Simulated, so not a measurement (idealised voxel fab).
The document below concerns the process module designated voxel lift off.
Square cells of 5 nm make up the cross-section cut, whose width is 170 nm.
In this document a cross-section is written as a grid of square cells. It is given as a series of bands, listed from the top down, and a band is one or more rows of cells.
Quick guide to a band line: top height, bottom height (nm) up front; then every material left to right with its width in nm. Only one material and it's marked "all across"? Then it fills the band edge to edge. And "blank" just means empty space.
We count height from 0. Below that, the starting wafer is all one material. The lowest band never ends at the bottom but goes on down; see "0 -> down" for how that is written.
Read "30 to 40" as a graded width: first number on top, second number at the bottom, same change between each pair of neighbouring rows.
The cross-section has no changed cell in any step marked "remains unaltered".
"Enclosed void inventory" enumerates empty spaces isolated from the top, with no open way to it, that contain at least 8 cells, giving each as width x height at distance from the left edge, all three in nm.
If you see something after the settings on a step's line, that's the simulator's own remark about that step.
For masked steps, "overlay nm" on the step line gives how far right of plan the mask actually lay; a minus sign means it lay to the left.

SET OUT BELOW ARE THE PLANNED STEPS OF THE PROCESS
| 1 | RECEIVE, material Si |
| 2 | CONFORMAL_DEP, material SiO2, thk nm 15 |
| 3 | PATTERN, tone open, mask id LINES, material resist, width nm 25, pitch nm 55, thk nm 15, overlay nm 0 |
| 4 | DIRECTIONAL_DEP, material Ru, thk nm 5 |
| 5 | STRIP, etch materials resist |
| 6 | CONFORMAL_DEP, material SiO2, thk nm 5 |
Keep in mind the plan's value for the thk nm of step 6 comes from the first wafer; the wafers don't share that setting, but they do share the same starting point.

THE AS-RECEIVED CROSS-SECTION OF THE FIRST OF SEVERAL WAFERS CORRESPONDS TO THE STATE AFTER STEP 1
> 0 -> down = Si all across
> Enclosed void inventory: none

FIRST OF SEVERAL WAFERS, SECTIONED AT END OF MODULE (LAST STEP: STEP 6)
> 25 -> 20 = blank=10 | SiO2=35 | blank=20 | SiO2=35 | blank=20 | SiO2=35 | blank=15
> 20 -> 15 = SiO2=15 | Ru=25 | SiO2=30 | Ru=25 | SiO2=30 | Ru=25 | SiO2=20
> 15 -> 0 = SiO2 all across
> 0 -> down = Si all across
> Enclosed void inventory: none

CROSS-SECTION, LAST WAFER, MODULE COMPLETION
> 40 -> 20 = SiO2 all across
> 20 -> 15 = SiO2=15 | Ru=25 | SiO2=30 | Ru=25 | SiO2=30 | Ru=25 | SiO2=20
> 15 -> 0 = SiO2 all across
> 0 -> down = Si all across
> Enclosed void inventory: none

BELOW: A ROW PER WAFER. CONTENTS AT END OF MODULE: FOR EVERY MATERIAL, CELLS GAINED SINCE RECEIPT (+) OR LOST SINCE RECEIPT (-); THEN CLOSED VOIDS
thk nm 5 | +15 Ru | +142 SiO2 | Enclosed void inventory: none
thk nm 10 | +15 Ru | +182 SiO2 | Enclosed void inventory: none
thk nm 15 | +15 Ru | +222 SiO2 | Enclosed void inventory: none
thk nm 20 | +15 Ru | +257 SiO2 | Enclosed void inventory: none
